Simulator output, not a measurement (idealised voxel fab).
Process module, titled voxel self aligned vias
Pictured: cross-section cut, 225 nm wide, on a grid of 5 nm square cells.
In this document a cross-section is written as a grid of square cells. It is given as a series of bands, listed from the top down, and a band is one or more rows of cells.
It is stipulated that each band's entry specify, in nanometres, the height of the top of the band and then that of its bottom, followed by the materials of the band in left-to-right sequence, each together with its width in nanometres. A single material marked by the word "everywhere" is understood to fill the band from edge to edge; the word "empty" is understood to denote empty space.
Height datum 0, below which the as-received substrate wafer is one material. Lowest band open at the bottom, running downward: "z 0 and below".
Width: "30 to 40" (first number = top row, second number = bottom row, same change from row to row of cells).
You'll sometimes find "no change occurred" written for a step, and that's the way of saying that nowhere in the cross-section did a cell change during that step.
Voids, enclosed: empty space of 8 cells or more with no open way to the top, each as width x height at its distance from the left edge, in nm
Formally, on a step line, whatever follows the settings is a remark that the simulator itself makes on the step.
overlay nm: for a step with a mask, the amount by which the mask lay right of where it was planned; a negative amount means left of it.

THESE ARE THE STEPS WE PLANNED FOR THE PROCESS
step 1: RECEIVE: material Si
step 2: CONFORMAL_DEP: material SiO2, thk nm 10
step 3: CONFORMAL_DEP: material SiCN, thk nm 5
step 4: DIRECTIONAL_DEP: material SiO2, thk nm 20
step 5: PATTERN: tone open, mask id LINES, material resist, width nm 30, pitch nm 65, thk nm 15, overlay nm 0
step 6: DIRECTIONAL_ETCH: etch materials SiO2, depth nm 20
step 7: STRIP: etch materials resist
step 8: CONFORMAL_DEP: material TiN, thk nm 5
step 9: FILL_DEP: material Ru, thk nm 10
step 10: CMP: height nm 35
step 11: SELECTIVE_ETCH: etch materials W Ru TiN, depth nm 5
step 12: FILL_DEP: material SiN, thk nm 5
step 13: CMP: height nm 35
step 14: DIRECTIONAL_DEP: material SiO2, thk nm 15
step 15: PATTERN: tone open, mask id VIAS, material resist, width nm 40, pitch nm 65, thk nm 15, overlay nm 0
step 16: DIRECTIONAL_ETCH: etch materials SiO2, depth nm 15
step 17: DIRECTIONAL_ETCH: etch materials SiN, depth nm 5
step 18: STRIP: etch materials resist
step 19: CONFORMAL_DEP: material TiN, thk nm 5
step 20: FILL_DEP: material Cu, thk nm 5
step 21: CMP: height nm 50
step 22: CONFORMAL_DEP: material SiCN, thk nm 5

CROSS-SECTION OF THE WAFER AS IT CAME TO US, I.E., ALREADY THROUGH STEP 1
	z 0 and below: Si everywhere
	Voids, enclosed: none

END-OF-MODULE CROSS-SECTION OF THE FIRST OF TWO WAFERS, PROCESSED AS PLANNED
	z 55 to 50: SiCN everywhere
	z 50 to 40: 25 nm SiO2  5 nm TiN  30 nm Cu  5 nm TiN  25 nm SiO2  5 nm TiN  30 nm Cu  5 nm TiN  25 nm SiO2  5 nm TiN  30 nm Cu  5 nm TiN  30 nm SiO2
	z 40 to 35: 25 nm SiO2  10 nm TiN  20 nm Cu  10 nm TiN  25 nm SiO2  10 nm TiN  20 nm Cu  10 nm TiN  25 nm SiO2  10 nm TiN  20 nm Cu  10 nm TiN  30 nm SiO2
	z 35 to 30: 30 nm SiO2  30 nm TiN  35 nm SiO2  30 nm TiN  35 nm SiO2  30 nm TiN  35 nm SiO2
	z 30 to 20: 30 nm SiO2  5 nm TiN  20 nm Ru  5 nm TiN  35 nm SiO2  5 nm TiN  20 nm Ru  5 nm TiN  35 nm SiO2  5 nm TiN  20 nm Ru  5 nm TiN  35 nm SiO2
	z 20 to 15: 30 nm SiO2  30 nm TiN  35 nm SiO2  30 nm TiN  35 nm SiO2  30 nm TiN  35 nm SiO2
	z 15 to 10: SiCN everywhere
	z 10 to 0: SiO2 everywhere
	z 0 and below: Si everywhere
	Voids, enclosed: none

SECOND WAFER AT THE END: LIKE START, LIKE PLAN, ONE MISTAKE
	z 55 to 50: SiCN everywhere
	z 50 to 40: 25 nm SiO2  5 nm TiN  30 nm Cu  5 nm TiN  25 nm SiO2  5 nm TiN  30 nm Cu  5 nm TiN  25 nm SiO2  5 nm TiN  30 nm Cu  5 nm TiN  30 nm SiO2
	z 40 to 35: 25 nm SiO2  40 nm TiN  25 nm SiO2  40 nm TiN  25 nm SiO2  40 nm TiN  30 nm SiO2
	z 35 to 30: 25 nm SiN  5 nm TiN  30 nm SiO2  5 nm TiN  25 nm SiN  5 nm TiN  30 nm SiO2  5 nm TiN  25 nm SiN  5 nm TiN  30 nm SiO2  5 nm TiN  30 nm SiN
	z 30 to 20: 25 nm Ru  5 nm TiN  30 nm SiO2  5 nm TiN  25 nm Ru  5 nm TiN  30 nm SiO2  5 nm TiN  25 nm Ru  5 nm TiN  30 nm SiO2  5 nm TiN  30 nm Ru
	z 20 to 15: 30 nm TiN  30 nm SiO2  35 nm TiN  30 nm SiO2  35 nm TiN  30 nm SiO2  35 nm TiN
	z 15 to 10: SiCN everywhere
	z 10 to 0: SiO2 everywhere
	z 0 and below: Si everywhere
	Voids, enclosed: none
Diagnosis: step 5 deviated from plan and actually ran as PATTERN: tone cover, mask id LINES, material resist, width nm 30, pitch nm 65, thk nm 15, overlay nm 0
Wafer comparison, final, in cells, second relative to first, materials more or fewer: Cu: 12 fewer | Ru: 18 more | SiN: 21 more | SiO2: 36 fewer | TiN: 9 more
